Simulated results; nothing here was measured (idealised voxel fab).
Process module heading - voxel air gaps
Cross-sectional view cut (width: 215 nm; square cell size: 5 nm).
Each cross-section below is a grid of square cells, stated as bands in top-down order, with one or more rows of cells making up each band.
Heights first: top, then bottom, in nm. Then materials, left to right, each with a width in nm. "throughout" on a single material: fills the band edge to edge. "empty": empty space.
Heights are measured from 0, the level below which the as-received wafer is all one material; the lowest band has no bottom and continues downward, written as in "top 0, no bottom".
Think of "30->40" as a width that walks from the first number to the second as you go down the band, top row to bottom row, taking equal-sized steps from row to row.
For the purposes of this document, the phrase "identical to before" attached to a step denotes that no cell within the cross-section was modified by that step.
Heads up: "Voids, sealed" only lists the empty pockets with no open path to the top that are 8 cells or more, and it writes them as width x height at distance, distance from the left edge, in nm.
Note: text after step settings on the step line = simulator remark on that step.
The "overlay nm" setting may appear on a step's line; for a step that uses a mask, it gives how far to the right of its planned position the mask lay, and a negative value indicates the left.

## Planned step list for the process
- 1: RECEIVE with material Si
- 2: CONFORMAL_DEP with material SiO2, thk nm 10
- 3: CONFORMAL_DEP with material SiN, thk nm 5
- 4: DIRECTIONAL_DEP with material SiO2, thk nm 35
- 5: DIRECTIONAL_DEP with material aC, thk nm 10
- 6: PATTERN with tone open, mask id LINES, material resist, width nm 15, pitch nm 55, thk nm 25, overlay nm 0
- 7: DIRECTIONAL_ETCH with etch materials aC, depth nm 10
- 8: STRIP with etch materials resist
- 9: DIRECTIONAL_ETCH with etch materials SiO2, depth nm 35
- 10: STRIP with etch materials aC
- 11: CONFORMAL_DEP with material TiN, thk nm 5
- 12: FILL_DEP with material Cu, thk nm 5
- 13: CMP with height nm 50
- 14: EPI with material Ru, thk nm 10
- 15: SELECTIVE_ETCH with etch materials SiO2, depth nm 45
- 16: CONFORMAL_DEP with material SiCN, thk nm 5
For clarity, it should be stated that the wafers under discussion commence in an identical condition and differ with respect to the width nm of step 6, the plan indicating the value that the first wafer had.

## First of several wafers (as received, post step 1), cross-sectional view
  top 0, no bottom: Si throughout
  Voids, sealed: none

## Below, a row for every wafer. Read it as the end-of-module picture: for each material the wafer shows its cells gained (+) or lost (-) since it was received, and then its closed voids
width nm 15, +18 Cu, +42 Ru, +121 SiCN, +43 SiN, +86 SiO2, +45 TiN, Voids, sealed: none
width nm 20, +36 Cu, +48 Ru, +121 SiCN, +43 SiN, +86 SiO2, +48 TiN, Voids, sealed: none
width nm 25, +54 Cu, +54 Ru, +121 SiCN, +43 SiN, +86 SiO2, +51 TiN, Voids, sealed: 20 x 25 at 70; 20 x 25 at 125
width nm 30, +72 Cu, +60 Ru, +113 SiCN, +43 SiN, +86 SiO2, +54 TiN, Voids, sealed: 15 x 25 at 75; 15 x 25 at 130
width nm 35, +90 Cu, +66 Ru, +69 SiCN, +43 SiN, +142 SiO2, +57 TiN, Voids, sealed: none
width nm 40, +108 Cu, +68 Ru, +69 SiCN, +43 SiN, +128 SiO2, +60 TiN, Voids, sealed: none
